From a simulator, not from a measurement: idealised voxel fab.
process module | voxel self aligned vias
The cross-section on display is named cut; it measures 275 nm wide, and its cells are 5 nm squares.
Cross-section format: a grid of square cells, given as bands from top to bottom; each band is one or more rows of cells. Band entry format. Leading values: height of top, height of bottom, nm. Remainder: materials in left-to-right order, each with its width in nm. Special words: "throughout" on a single material, which then fills the band edge to edge; "air", empty space. The level at which height equals 0 is the one under which the wafer, as it arrives, is entirely one material. No lower edge exists for the bottom band, which continues downward and is notated as in "0 -> down". A two-number width, for instance "30 to 40", indicates that the width is equal to the first number in the top row of the band and to the second number in the bottom row, and that it changes by a constant amount per row of cells. "nothing was modified" (step): cross-section cells unchanged, all of them. Enclosed voids (no open way to top), threshold 8 cells or more, entry "Fully closed voids", notation width x height at distance, distance from left edge, nm. Note: text after step settings on the step line = simulator remark on that step. A step line may carry the setting "overlay nm", which, for steps involving a mask, states the distance by which the mask lay to the right of its intended position; negative values denote displacement to the left.
These are the steps we planned for the process
| 1 | RECEIVE,material Si |
| 2 | CONFORMAL_DEP,material SiO2,thk nm 15 |
| 3 | CONFORMAL_DEP,material SiCN,thk nm 5 |
| 4 | DIRECTIONAL_DEP,material SiO2,thk nm 25 |
| 5 | DIRECTIONAL_DEP,material aC,thk nm 15 |
| 6 | PATTERN,tone open,mask id LINES,material resist,width nm 30,pitch nm 70,thk nm 30,overlay nm 0 |
| 7 | DIRECTIONAL_ETCH,etch materials aC,depth nm 15 |
| 8 | STRIP,etch materials resist |
| 9 | DIRECTIONAL_ETCH,etch materials SiO2,depth nm 25 |
| 10 | STRIP,etch materials aC |
| 11 | CONFORMAL_DEP,material TiN,thk nm 5 |
| 12 | FILL_DEP,material W,thk nm 5 |
| 13 | CMP,height nm 45 |
| 14 | SELECTIVE_ETCH,etch materials W Ru TiN,depth nm 10 |
| 15 | FILL_DEP,material SiN,thk nm 10 |
| 16 | CMP,height nm 45 |
| 17 | DIRECTIONAL_DEP,material SiO2,thk nm 15 |
| 18 | PATTERN,tone open,mask id VIAS,material resist,width nm 40,pitch nm 70,thk nm 15,overlay nm 0 |
| 19 | DIRECTIONAL_ETCH,etch materials SiO2,depth nm 15 |
| 20 | DIRECTIONAL_ETCH,etch materials SiN,depth nm 10 |
| 21 | STRIP,etch materials resist |
| 22 | CONFORMAL_DEP,material TiN,thk nm 5 |
| 23 | FILL_DEP,material Cu,thk nm 10 |
| 24 | CMP,height nm 60 |
| 25 | CONFORMAL_DEP,material SiCN,thk nm 5 |
Wafer cross-section on receipt, i.e. after step 1
- 0 -> down  Si throughout
- Fully closed voids: none
Cross-sectional image of the first of two wafers at the end of the module, the run having proceeded as planned
- 65 -> 60  SiCN throughout
- 60 -> 50  80 of SiO2; 5 of TiN; 30 of Cu; 5 of TiN; 30 of SiO2; 5 of TiN; 30 of Cu; 5 of TiN; 85 of SiO2
- 50 -> 40  80 to 85 of SiO2; 10 to 5 of TiN; 20 of Cu; 10 to 5 of TiN; 30 to 40 of SiO2; 10 to 5 of TiN; 20 of Cu; 10 to 5 of TiN; 85 to 90 of SiO2
- 40 -> 35  85 of SiO2; 30 of TiN; 40 of SiO2; 30 of TiN; 90 of SiO2
- 35 -> 25  85 of SiO2; 5 of TiN; 20 of W; 5 of TiN; 40 of SiO2; 5 of TiN; 20 of W; 5 of TiN; 90 of SiO2
- 25 -> 20  85 of SiO2; 30 of TiN; 40 of SiO2; 30 of TiN; 90 of SiO2
- 20 -> 15  SiCN throughout
- 15 -> 0  SiO2 throughout
- 0 -> down  Si throughout
- Fully closed voids: none
Module end: cross-section of wafer two of two. Same start and process plan as the first wafer. One mistake during execution
- 65 -> 60  SiCN throughout
- 60 -> 50  80 of SiO2; 5 of TiN; 30 of Cu; 5 of TiN; 30 of SiO2; 5 of TiN; 30 of Cu; 5 of TiN; 85 of SiO2
- 50 -> 45  80 of SiO2; 40 of TiN; 30 of SiO2; 40 of TiN; 85 of SiO2
- 45 -> 35  80 of SiN; 5 of TiN; 30 of SiO2; 5 of TiN; 30 of SiN; 5 of TiN; 30 of SiO2; 5 of TiN; 85 of SiN
- 35 -> 25  80 of W; 5 of TiN; 30 of SiO2; 5 of TiN; 30 of W; 5 of TiN; 30 of SiO2; 5 of TiN; 85 of W
- 25 -> 20  85 of TiN; 30 of SiO2; 40 of TiN; 30 of SiO2; 90 of TiN
- 20 -> 15  SiCN throughout
- 15 -> 0  SiO2 throughout
- 0 -> down  Si throughout
- Fully closed voids: none
Against the plan, the run slipped here: step 6 deviated from plan and actually ran as PATTERN,tone cover,mask id LINES,material resist,width nm 30,pitch nm 70,thk nm 30,overlay nm 0
Final wafer comparison in cells, second versus first, more or fewer per material: 16 fewer of Cu | 78 more of SiN | 155 fewer of SiO2 | 31 more of TiN | 62 more of W
